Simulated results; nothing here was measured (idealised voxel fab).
This is a process module. Its name is voxel capacitor over wiring.
The figure presents cross-section cut, which has a width of 300 nm and is divided into square cells with an edge length of 5 nm.
Cross-section, as written here: a square-cell grid given band by band from the top down, where a band holds one or more rows of cells. Band: top and bottom heights (nm) first, top before bottom; then materials from left to right, widths in nm. "everywhere" marks a sole material filling the band edge to edge. "air" denotes empty space. Basically, 0 is our baseline, since under it the wafer straight out of the box is all one material. The bottom band has no lower end and keeps on going down, so it looks like "0 nm and below". Width: "30 to 40" (first number = top row, second number = bottom row, same change from row to row of cells). For the purposes of this document, the phrase "no modification" attached to a step denotes that no cell within the cross-section was modified by that step. Each empty space that has no open way to the top and spans at least 8 cells appears under "Non-vented voids" as width x height at distance, the distance counted from the left edge, all in nm. If you see something after the settings on a step's line, that's the simulator's own remark about that step. "overlay nm" on a masked step: distance the mask lay right of its planned place, negative for left.

# The process steps that were planned are listed below
1,RECEIVE: material Si
2,CONFORMAL_DEP: material SiO2, thk nm 10
3,CONFORMAL_DEP: material SiN, thk nm 5
4,DIRECTIONAL_DEP: material SiO2, thk nm 15
5,PATTERN: tone open, mask id METAL_1, material resist, width nm 25, pitch nm 90, thk nm 20, overlay nm 0
6,DIRECTIONAL_ETCH: etch materials SiO2, depth nm 15
7,DIRECTIONAL_ETCH: etch materials SiN, depth nm 5
8,STRIP: etch materials resist
9,CONFORMAL_DEP: material TiN, thk nm 5
10,FILL_DEP: material Cu, thk nm 5
11,CMP: height nm 30
12,CONFORMAL_DEP: material SiCN, thk nm 5
13,DIRECTIONAL_DEP: material lowk, thk nm 10
14,MASKED_ETCH: tone open, mask id PLUG_1, width nm 15, etch materials lowk, depth nm 10, overlay nm 0
15,MASKED_ETCH: tone open, mask id PLUG_1, width nm 15, etch materials SiCN, depth nm 5, overlay nm 0
16,EPI: material Ru, thk nm 10
17,EPI: material Ru, thk nm 5
18,DIRECTIONAL_DEP: material TiN, thk nm 5
19,DIRECTIONAL_DEP: material HfO2, thk nm 5
20,DIRECTIONAL_DEP: material TiN, thk nm 5
21,PATTERN: tone cover, mask id UPPER_PLATE, material resist, width nm 70, thk nm 15, overlay nm 0
22,DIRECTIONAL_ETCH: etch materials TiN, depth nm 5
23,DIRECTIONAL_ETCH: etch materials HfO2, depth nm 5
24,STRIP: etch materials resist
25,MASKED_ETCH: tone cover, mask id LOWER_PLATE, width nm 80, etch materials TiN, depth nm 5, overlay nm 0
26,FILL_DEP: material SiO2, thk nm 20
27,CMP: height nm 75
28,MASKED_ETCH: tone open, mask id PLUG_2, width nm 15, etch materials SiO2, depth nm 15, overlay nm 0
29,CONFORMAL_DEP: material TiN, thk nm 5
30,FILL_DEP: material Cu, thk nm 5
31,CMP: height nm 75
32,CONFORMAL_DEP: material SiN, thk nm 5

# Cross-section: wafer on arrival = after step 1
- 0 nm and below: Si everywhere
- Non-vented voids: none

# One mistake in running the module, otherwise start and plan as above: cross-section at the end
- 80 nm to 75 nm: SiN everywhere
- 75 nm to 65 nm: SiO2=110  TiN=5  Cu=5  TiN=5  SiO2=175
- 65 nm to 55 nm: SiO2=110 to 100  TiN=15 to 25  SiO2=175
- 55 nm to 50 nm: SiO2=100  HfO2=25  SiO2=175
- 50 nm to 45 nm: SiO2=95  TiN=75  SiO2=130
- 45 nm to 40 nm: SiO2=90  Ru=35  HfO2=45  SiO2=130
- 40 nm to 35 nm: SiO2=90  Ru=35  TiN=50  SiO2=125
- 35 nm to 30 nm: SiCN=100  Ru=15  SiCN=185
- 30 nm to 15 nm: SiO2=90  TiN=5  Cu=15  TiN=5  SiO2=65  TiN=5  Cu=15  TiN=5  SiO2=95
- 15 nm to 10 nm: SiN=90  TiN=25  SiN=65  TiN=25  SiN=95
- 10 nm to 0 nm: SiO2 everywhere
- 0 nm and below: Si everywhere
- Non-vented voids: none
Diagnosis: not run: step 13 of the plan (skipped)
